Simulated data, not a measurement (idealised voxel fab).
process module | voxel ribs on slabs
cross-section cut | 160 nm wide | cells 5 nm
A cross-section is a grid of square cells, given in bands from the top down. A band is one or more rows of cells.
Each band's line starts with the height of the band's top and of its bottom, in nm. Then come its materials from left to right, each with its width in nm. One material with "throughout" fills the band from edge to edge. "air" is empty space.
Height 0 is the level under which the wafer as received is all one material. The lowest band goes on downwards, as in "0 down".
A width such as "30 to 40" changes by the same amount from each row of cells to the next, from the band's top row to its bottom row.
"no change" after a step means that no cell of the cross-section changed.
closed voids: empty space of 8 cells or more with no open way to the top, each as width x height at its distance from the left edge, in nm
after a step's settings: what the simulator itself notes on the step
overlay nm, on a step with a mask: how far to the right of its planned place the mask lay; to the left if negative
plan
1 op RECEIVE | material Si
2 op DIRECTIONAL_DEP | material SiO2 | thk nm 25
3 op DIRECTIONAL_DEP | material SiN | thk nm 20
4 op DIRECTIONAL_DEP | material aC | thk nm 10
5 op PATTERN | tone cover | mask id RIB | material resist | width nm 30 | thk nm 30 | overlay nm 0
6 op DIRECTIONAL_ETCH | etch materials aC | depth nm 10
7 op STRIP | etch materials resist
8 op DIRECTIONAL_ETCH | etch materials SiN | depth nm 10
9 op STRIP | etch materials aC
10 op DIRECTIONAL_DEP | material aC | thk nm 15
11 op PATTERN | tone cover | mask id SLAB | material resist | width nm 90 | thk nm 30 | overlay nm 0
12 op DIRECTIONAL_ETCH | etch materials aC | depth nm 15
13 op STRIP | etch materials resist
14 op DIRECTIONAL_ETCH | etch materials SiN | depth nm 10
15 op STRIP | etch materials aC
16 op FILL_DEP | material SiO2 | thk nm 25
17 op CMP | height nm 65
18 op DIRECTIONAL_DEP | material TiN | thk nm 5
19 op DIRECTIONAL_DEP | material aC | thk nm 15
20 op PATTERN | tone cover | mask id HEATER | material resist | width nm 40 | thk nm 30 | overlay nm 0
21 op DIRECTIONAL_ETCH | etch materials aC | depth nm 15
22 op STRIP | etch materials resist
23 op DIRECTIONAL_ETCH | etch materials TiN | depth nm 5
24 op STRIP | etch materials aC
25 op CONFORMAL_DEP | material SiN | thk nm 5
as received, after step 1
  0 down: Si throughout
  closed voids: none
first wafer at the end, as planned
  75 to 70: air 55 | SiN 50 | air 55
  70 to 65: SiN 60 | TiN 40 | SiN 60
  65 to 45: SiO2 throughout
  45 to 35: SiO2 65 | SiN 30 | SiO2 65
  35 to 25: SiO2 35 | SiN 90 | SiO2 35
  25 to 0: SiO2 throughout
  0 down: Si throughout
  closed voids: none
second wafer at the end: like start, like plan, one mistake
  75 to 70: air 55 | SiN 50 | air 55
  70 to 65: SiN 60 | TiN 40 | SiN 60
  65 to 45: SiO2 throughout
  45 to 30: SiO2 65 | SiN 30 | SiO2 65
  30 to 25: SiO2 35 | SiN 90 | SiO2 35
  25 to 0: SiO2 throughout
  0 down: Si throughout
  closed voids: none
what went wrong: step 8 ran as: op DIRECTIONAL_ETCH | etch materials SiN | depth nm 15
at the end the second wafer has, in cells: 12 fewer of SiN | 12 more of SiO2
